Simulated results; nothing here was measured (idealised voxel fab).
The process module presented herein is designated voxel tone inversion.
Cross-section cut spans 220 nm and uses square cells 5 nm in size.
In what follows, cross-sections appear as grids of square cells, described through bands that run from the top down, where every band is one or more rows of cells. Within each band entry, the heights of the top and of the bottom of the band appear first, in that order and in nm; the materials of the band then follow from left to right, each with its corresponding width in nm. The designation "all across" on a single material indicates that it fills the band from edge to edge; the designation "blank" indicates empty space. The level at which height equals 0 is the one under which the wafer, as it arrives, is entirely one material. No lower edge exists for the bottom band, which continues downward and is notated as in "from 0 down". The two numbers in a width such as "30 to 40" mark its ends across the band: the first belongs to the top row of cells, the second to the bottom row, and from each row to the next the width moves by the same amount. Reading "no alterations made" for a step: not a cell of the cross-section changed in it. Closed empty spaces (no open way to the top) of 8 cells or more are what "Enclosed internal voids" lists, each as width x height at distance from the left edge, nm for all three. Text after the settings on a step's line: the simulator's own remark on that step. overlay nm: for a step with a mask, the amount by which the mask lay right of where it was planned; a negative amount means left of it.
[The following list gives the planned process steps]
step 1: RECEIVE,material Si
step 2: CONFORMAL_DEP,material SiN,thk nm 5
step 3: DIRECTIONAL_DEP,material polySi,thk nm 15
step 4: PATTERN,tone cover,mask id POSTS,material resist,width nm 20,pitch nm 40,thk nm 25,overlay nm 0
step 5: DIRECTIONAL_ETCH,etch materials polySi,depth nm 15
step 6: STRIP,etch materials resist
step 7: FILL_DEP,material lowk,thk nm 10
step 8: CMP,height nm 20
step 9: STRIP,etch materials polySi
[Incoming wafer in cross-section (state: after step 1)]
> from 0 down | Si all across
> Enclosed internal voids: none
[The module was run from the start shown above using the plan shown above, but one mistake was made doing it; the resulting wafer cross-section is below]
> from 20 to 5 | blank 60 nm, then lowk 20 nm, then blank 20 nm, then lowk 20 nm, then blank 20 nm, then lowk 20 nm, then blank 60 nm
> from 5 to 0 | SiN all across
> from 0 down | Si all across
> Enclosed internal voids: none
The plan and the run diverged here: step 4 was not run as planned; what actually ran was PATTERN,tone open,mask id POSTS,material resist,width nm 20,pitch nm 40,thk nm 25,overlay nm 0
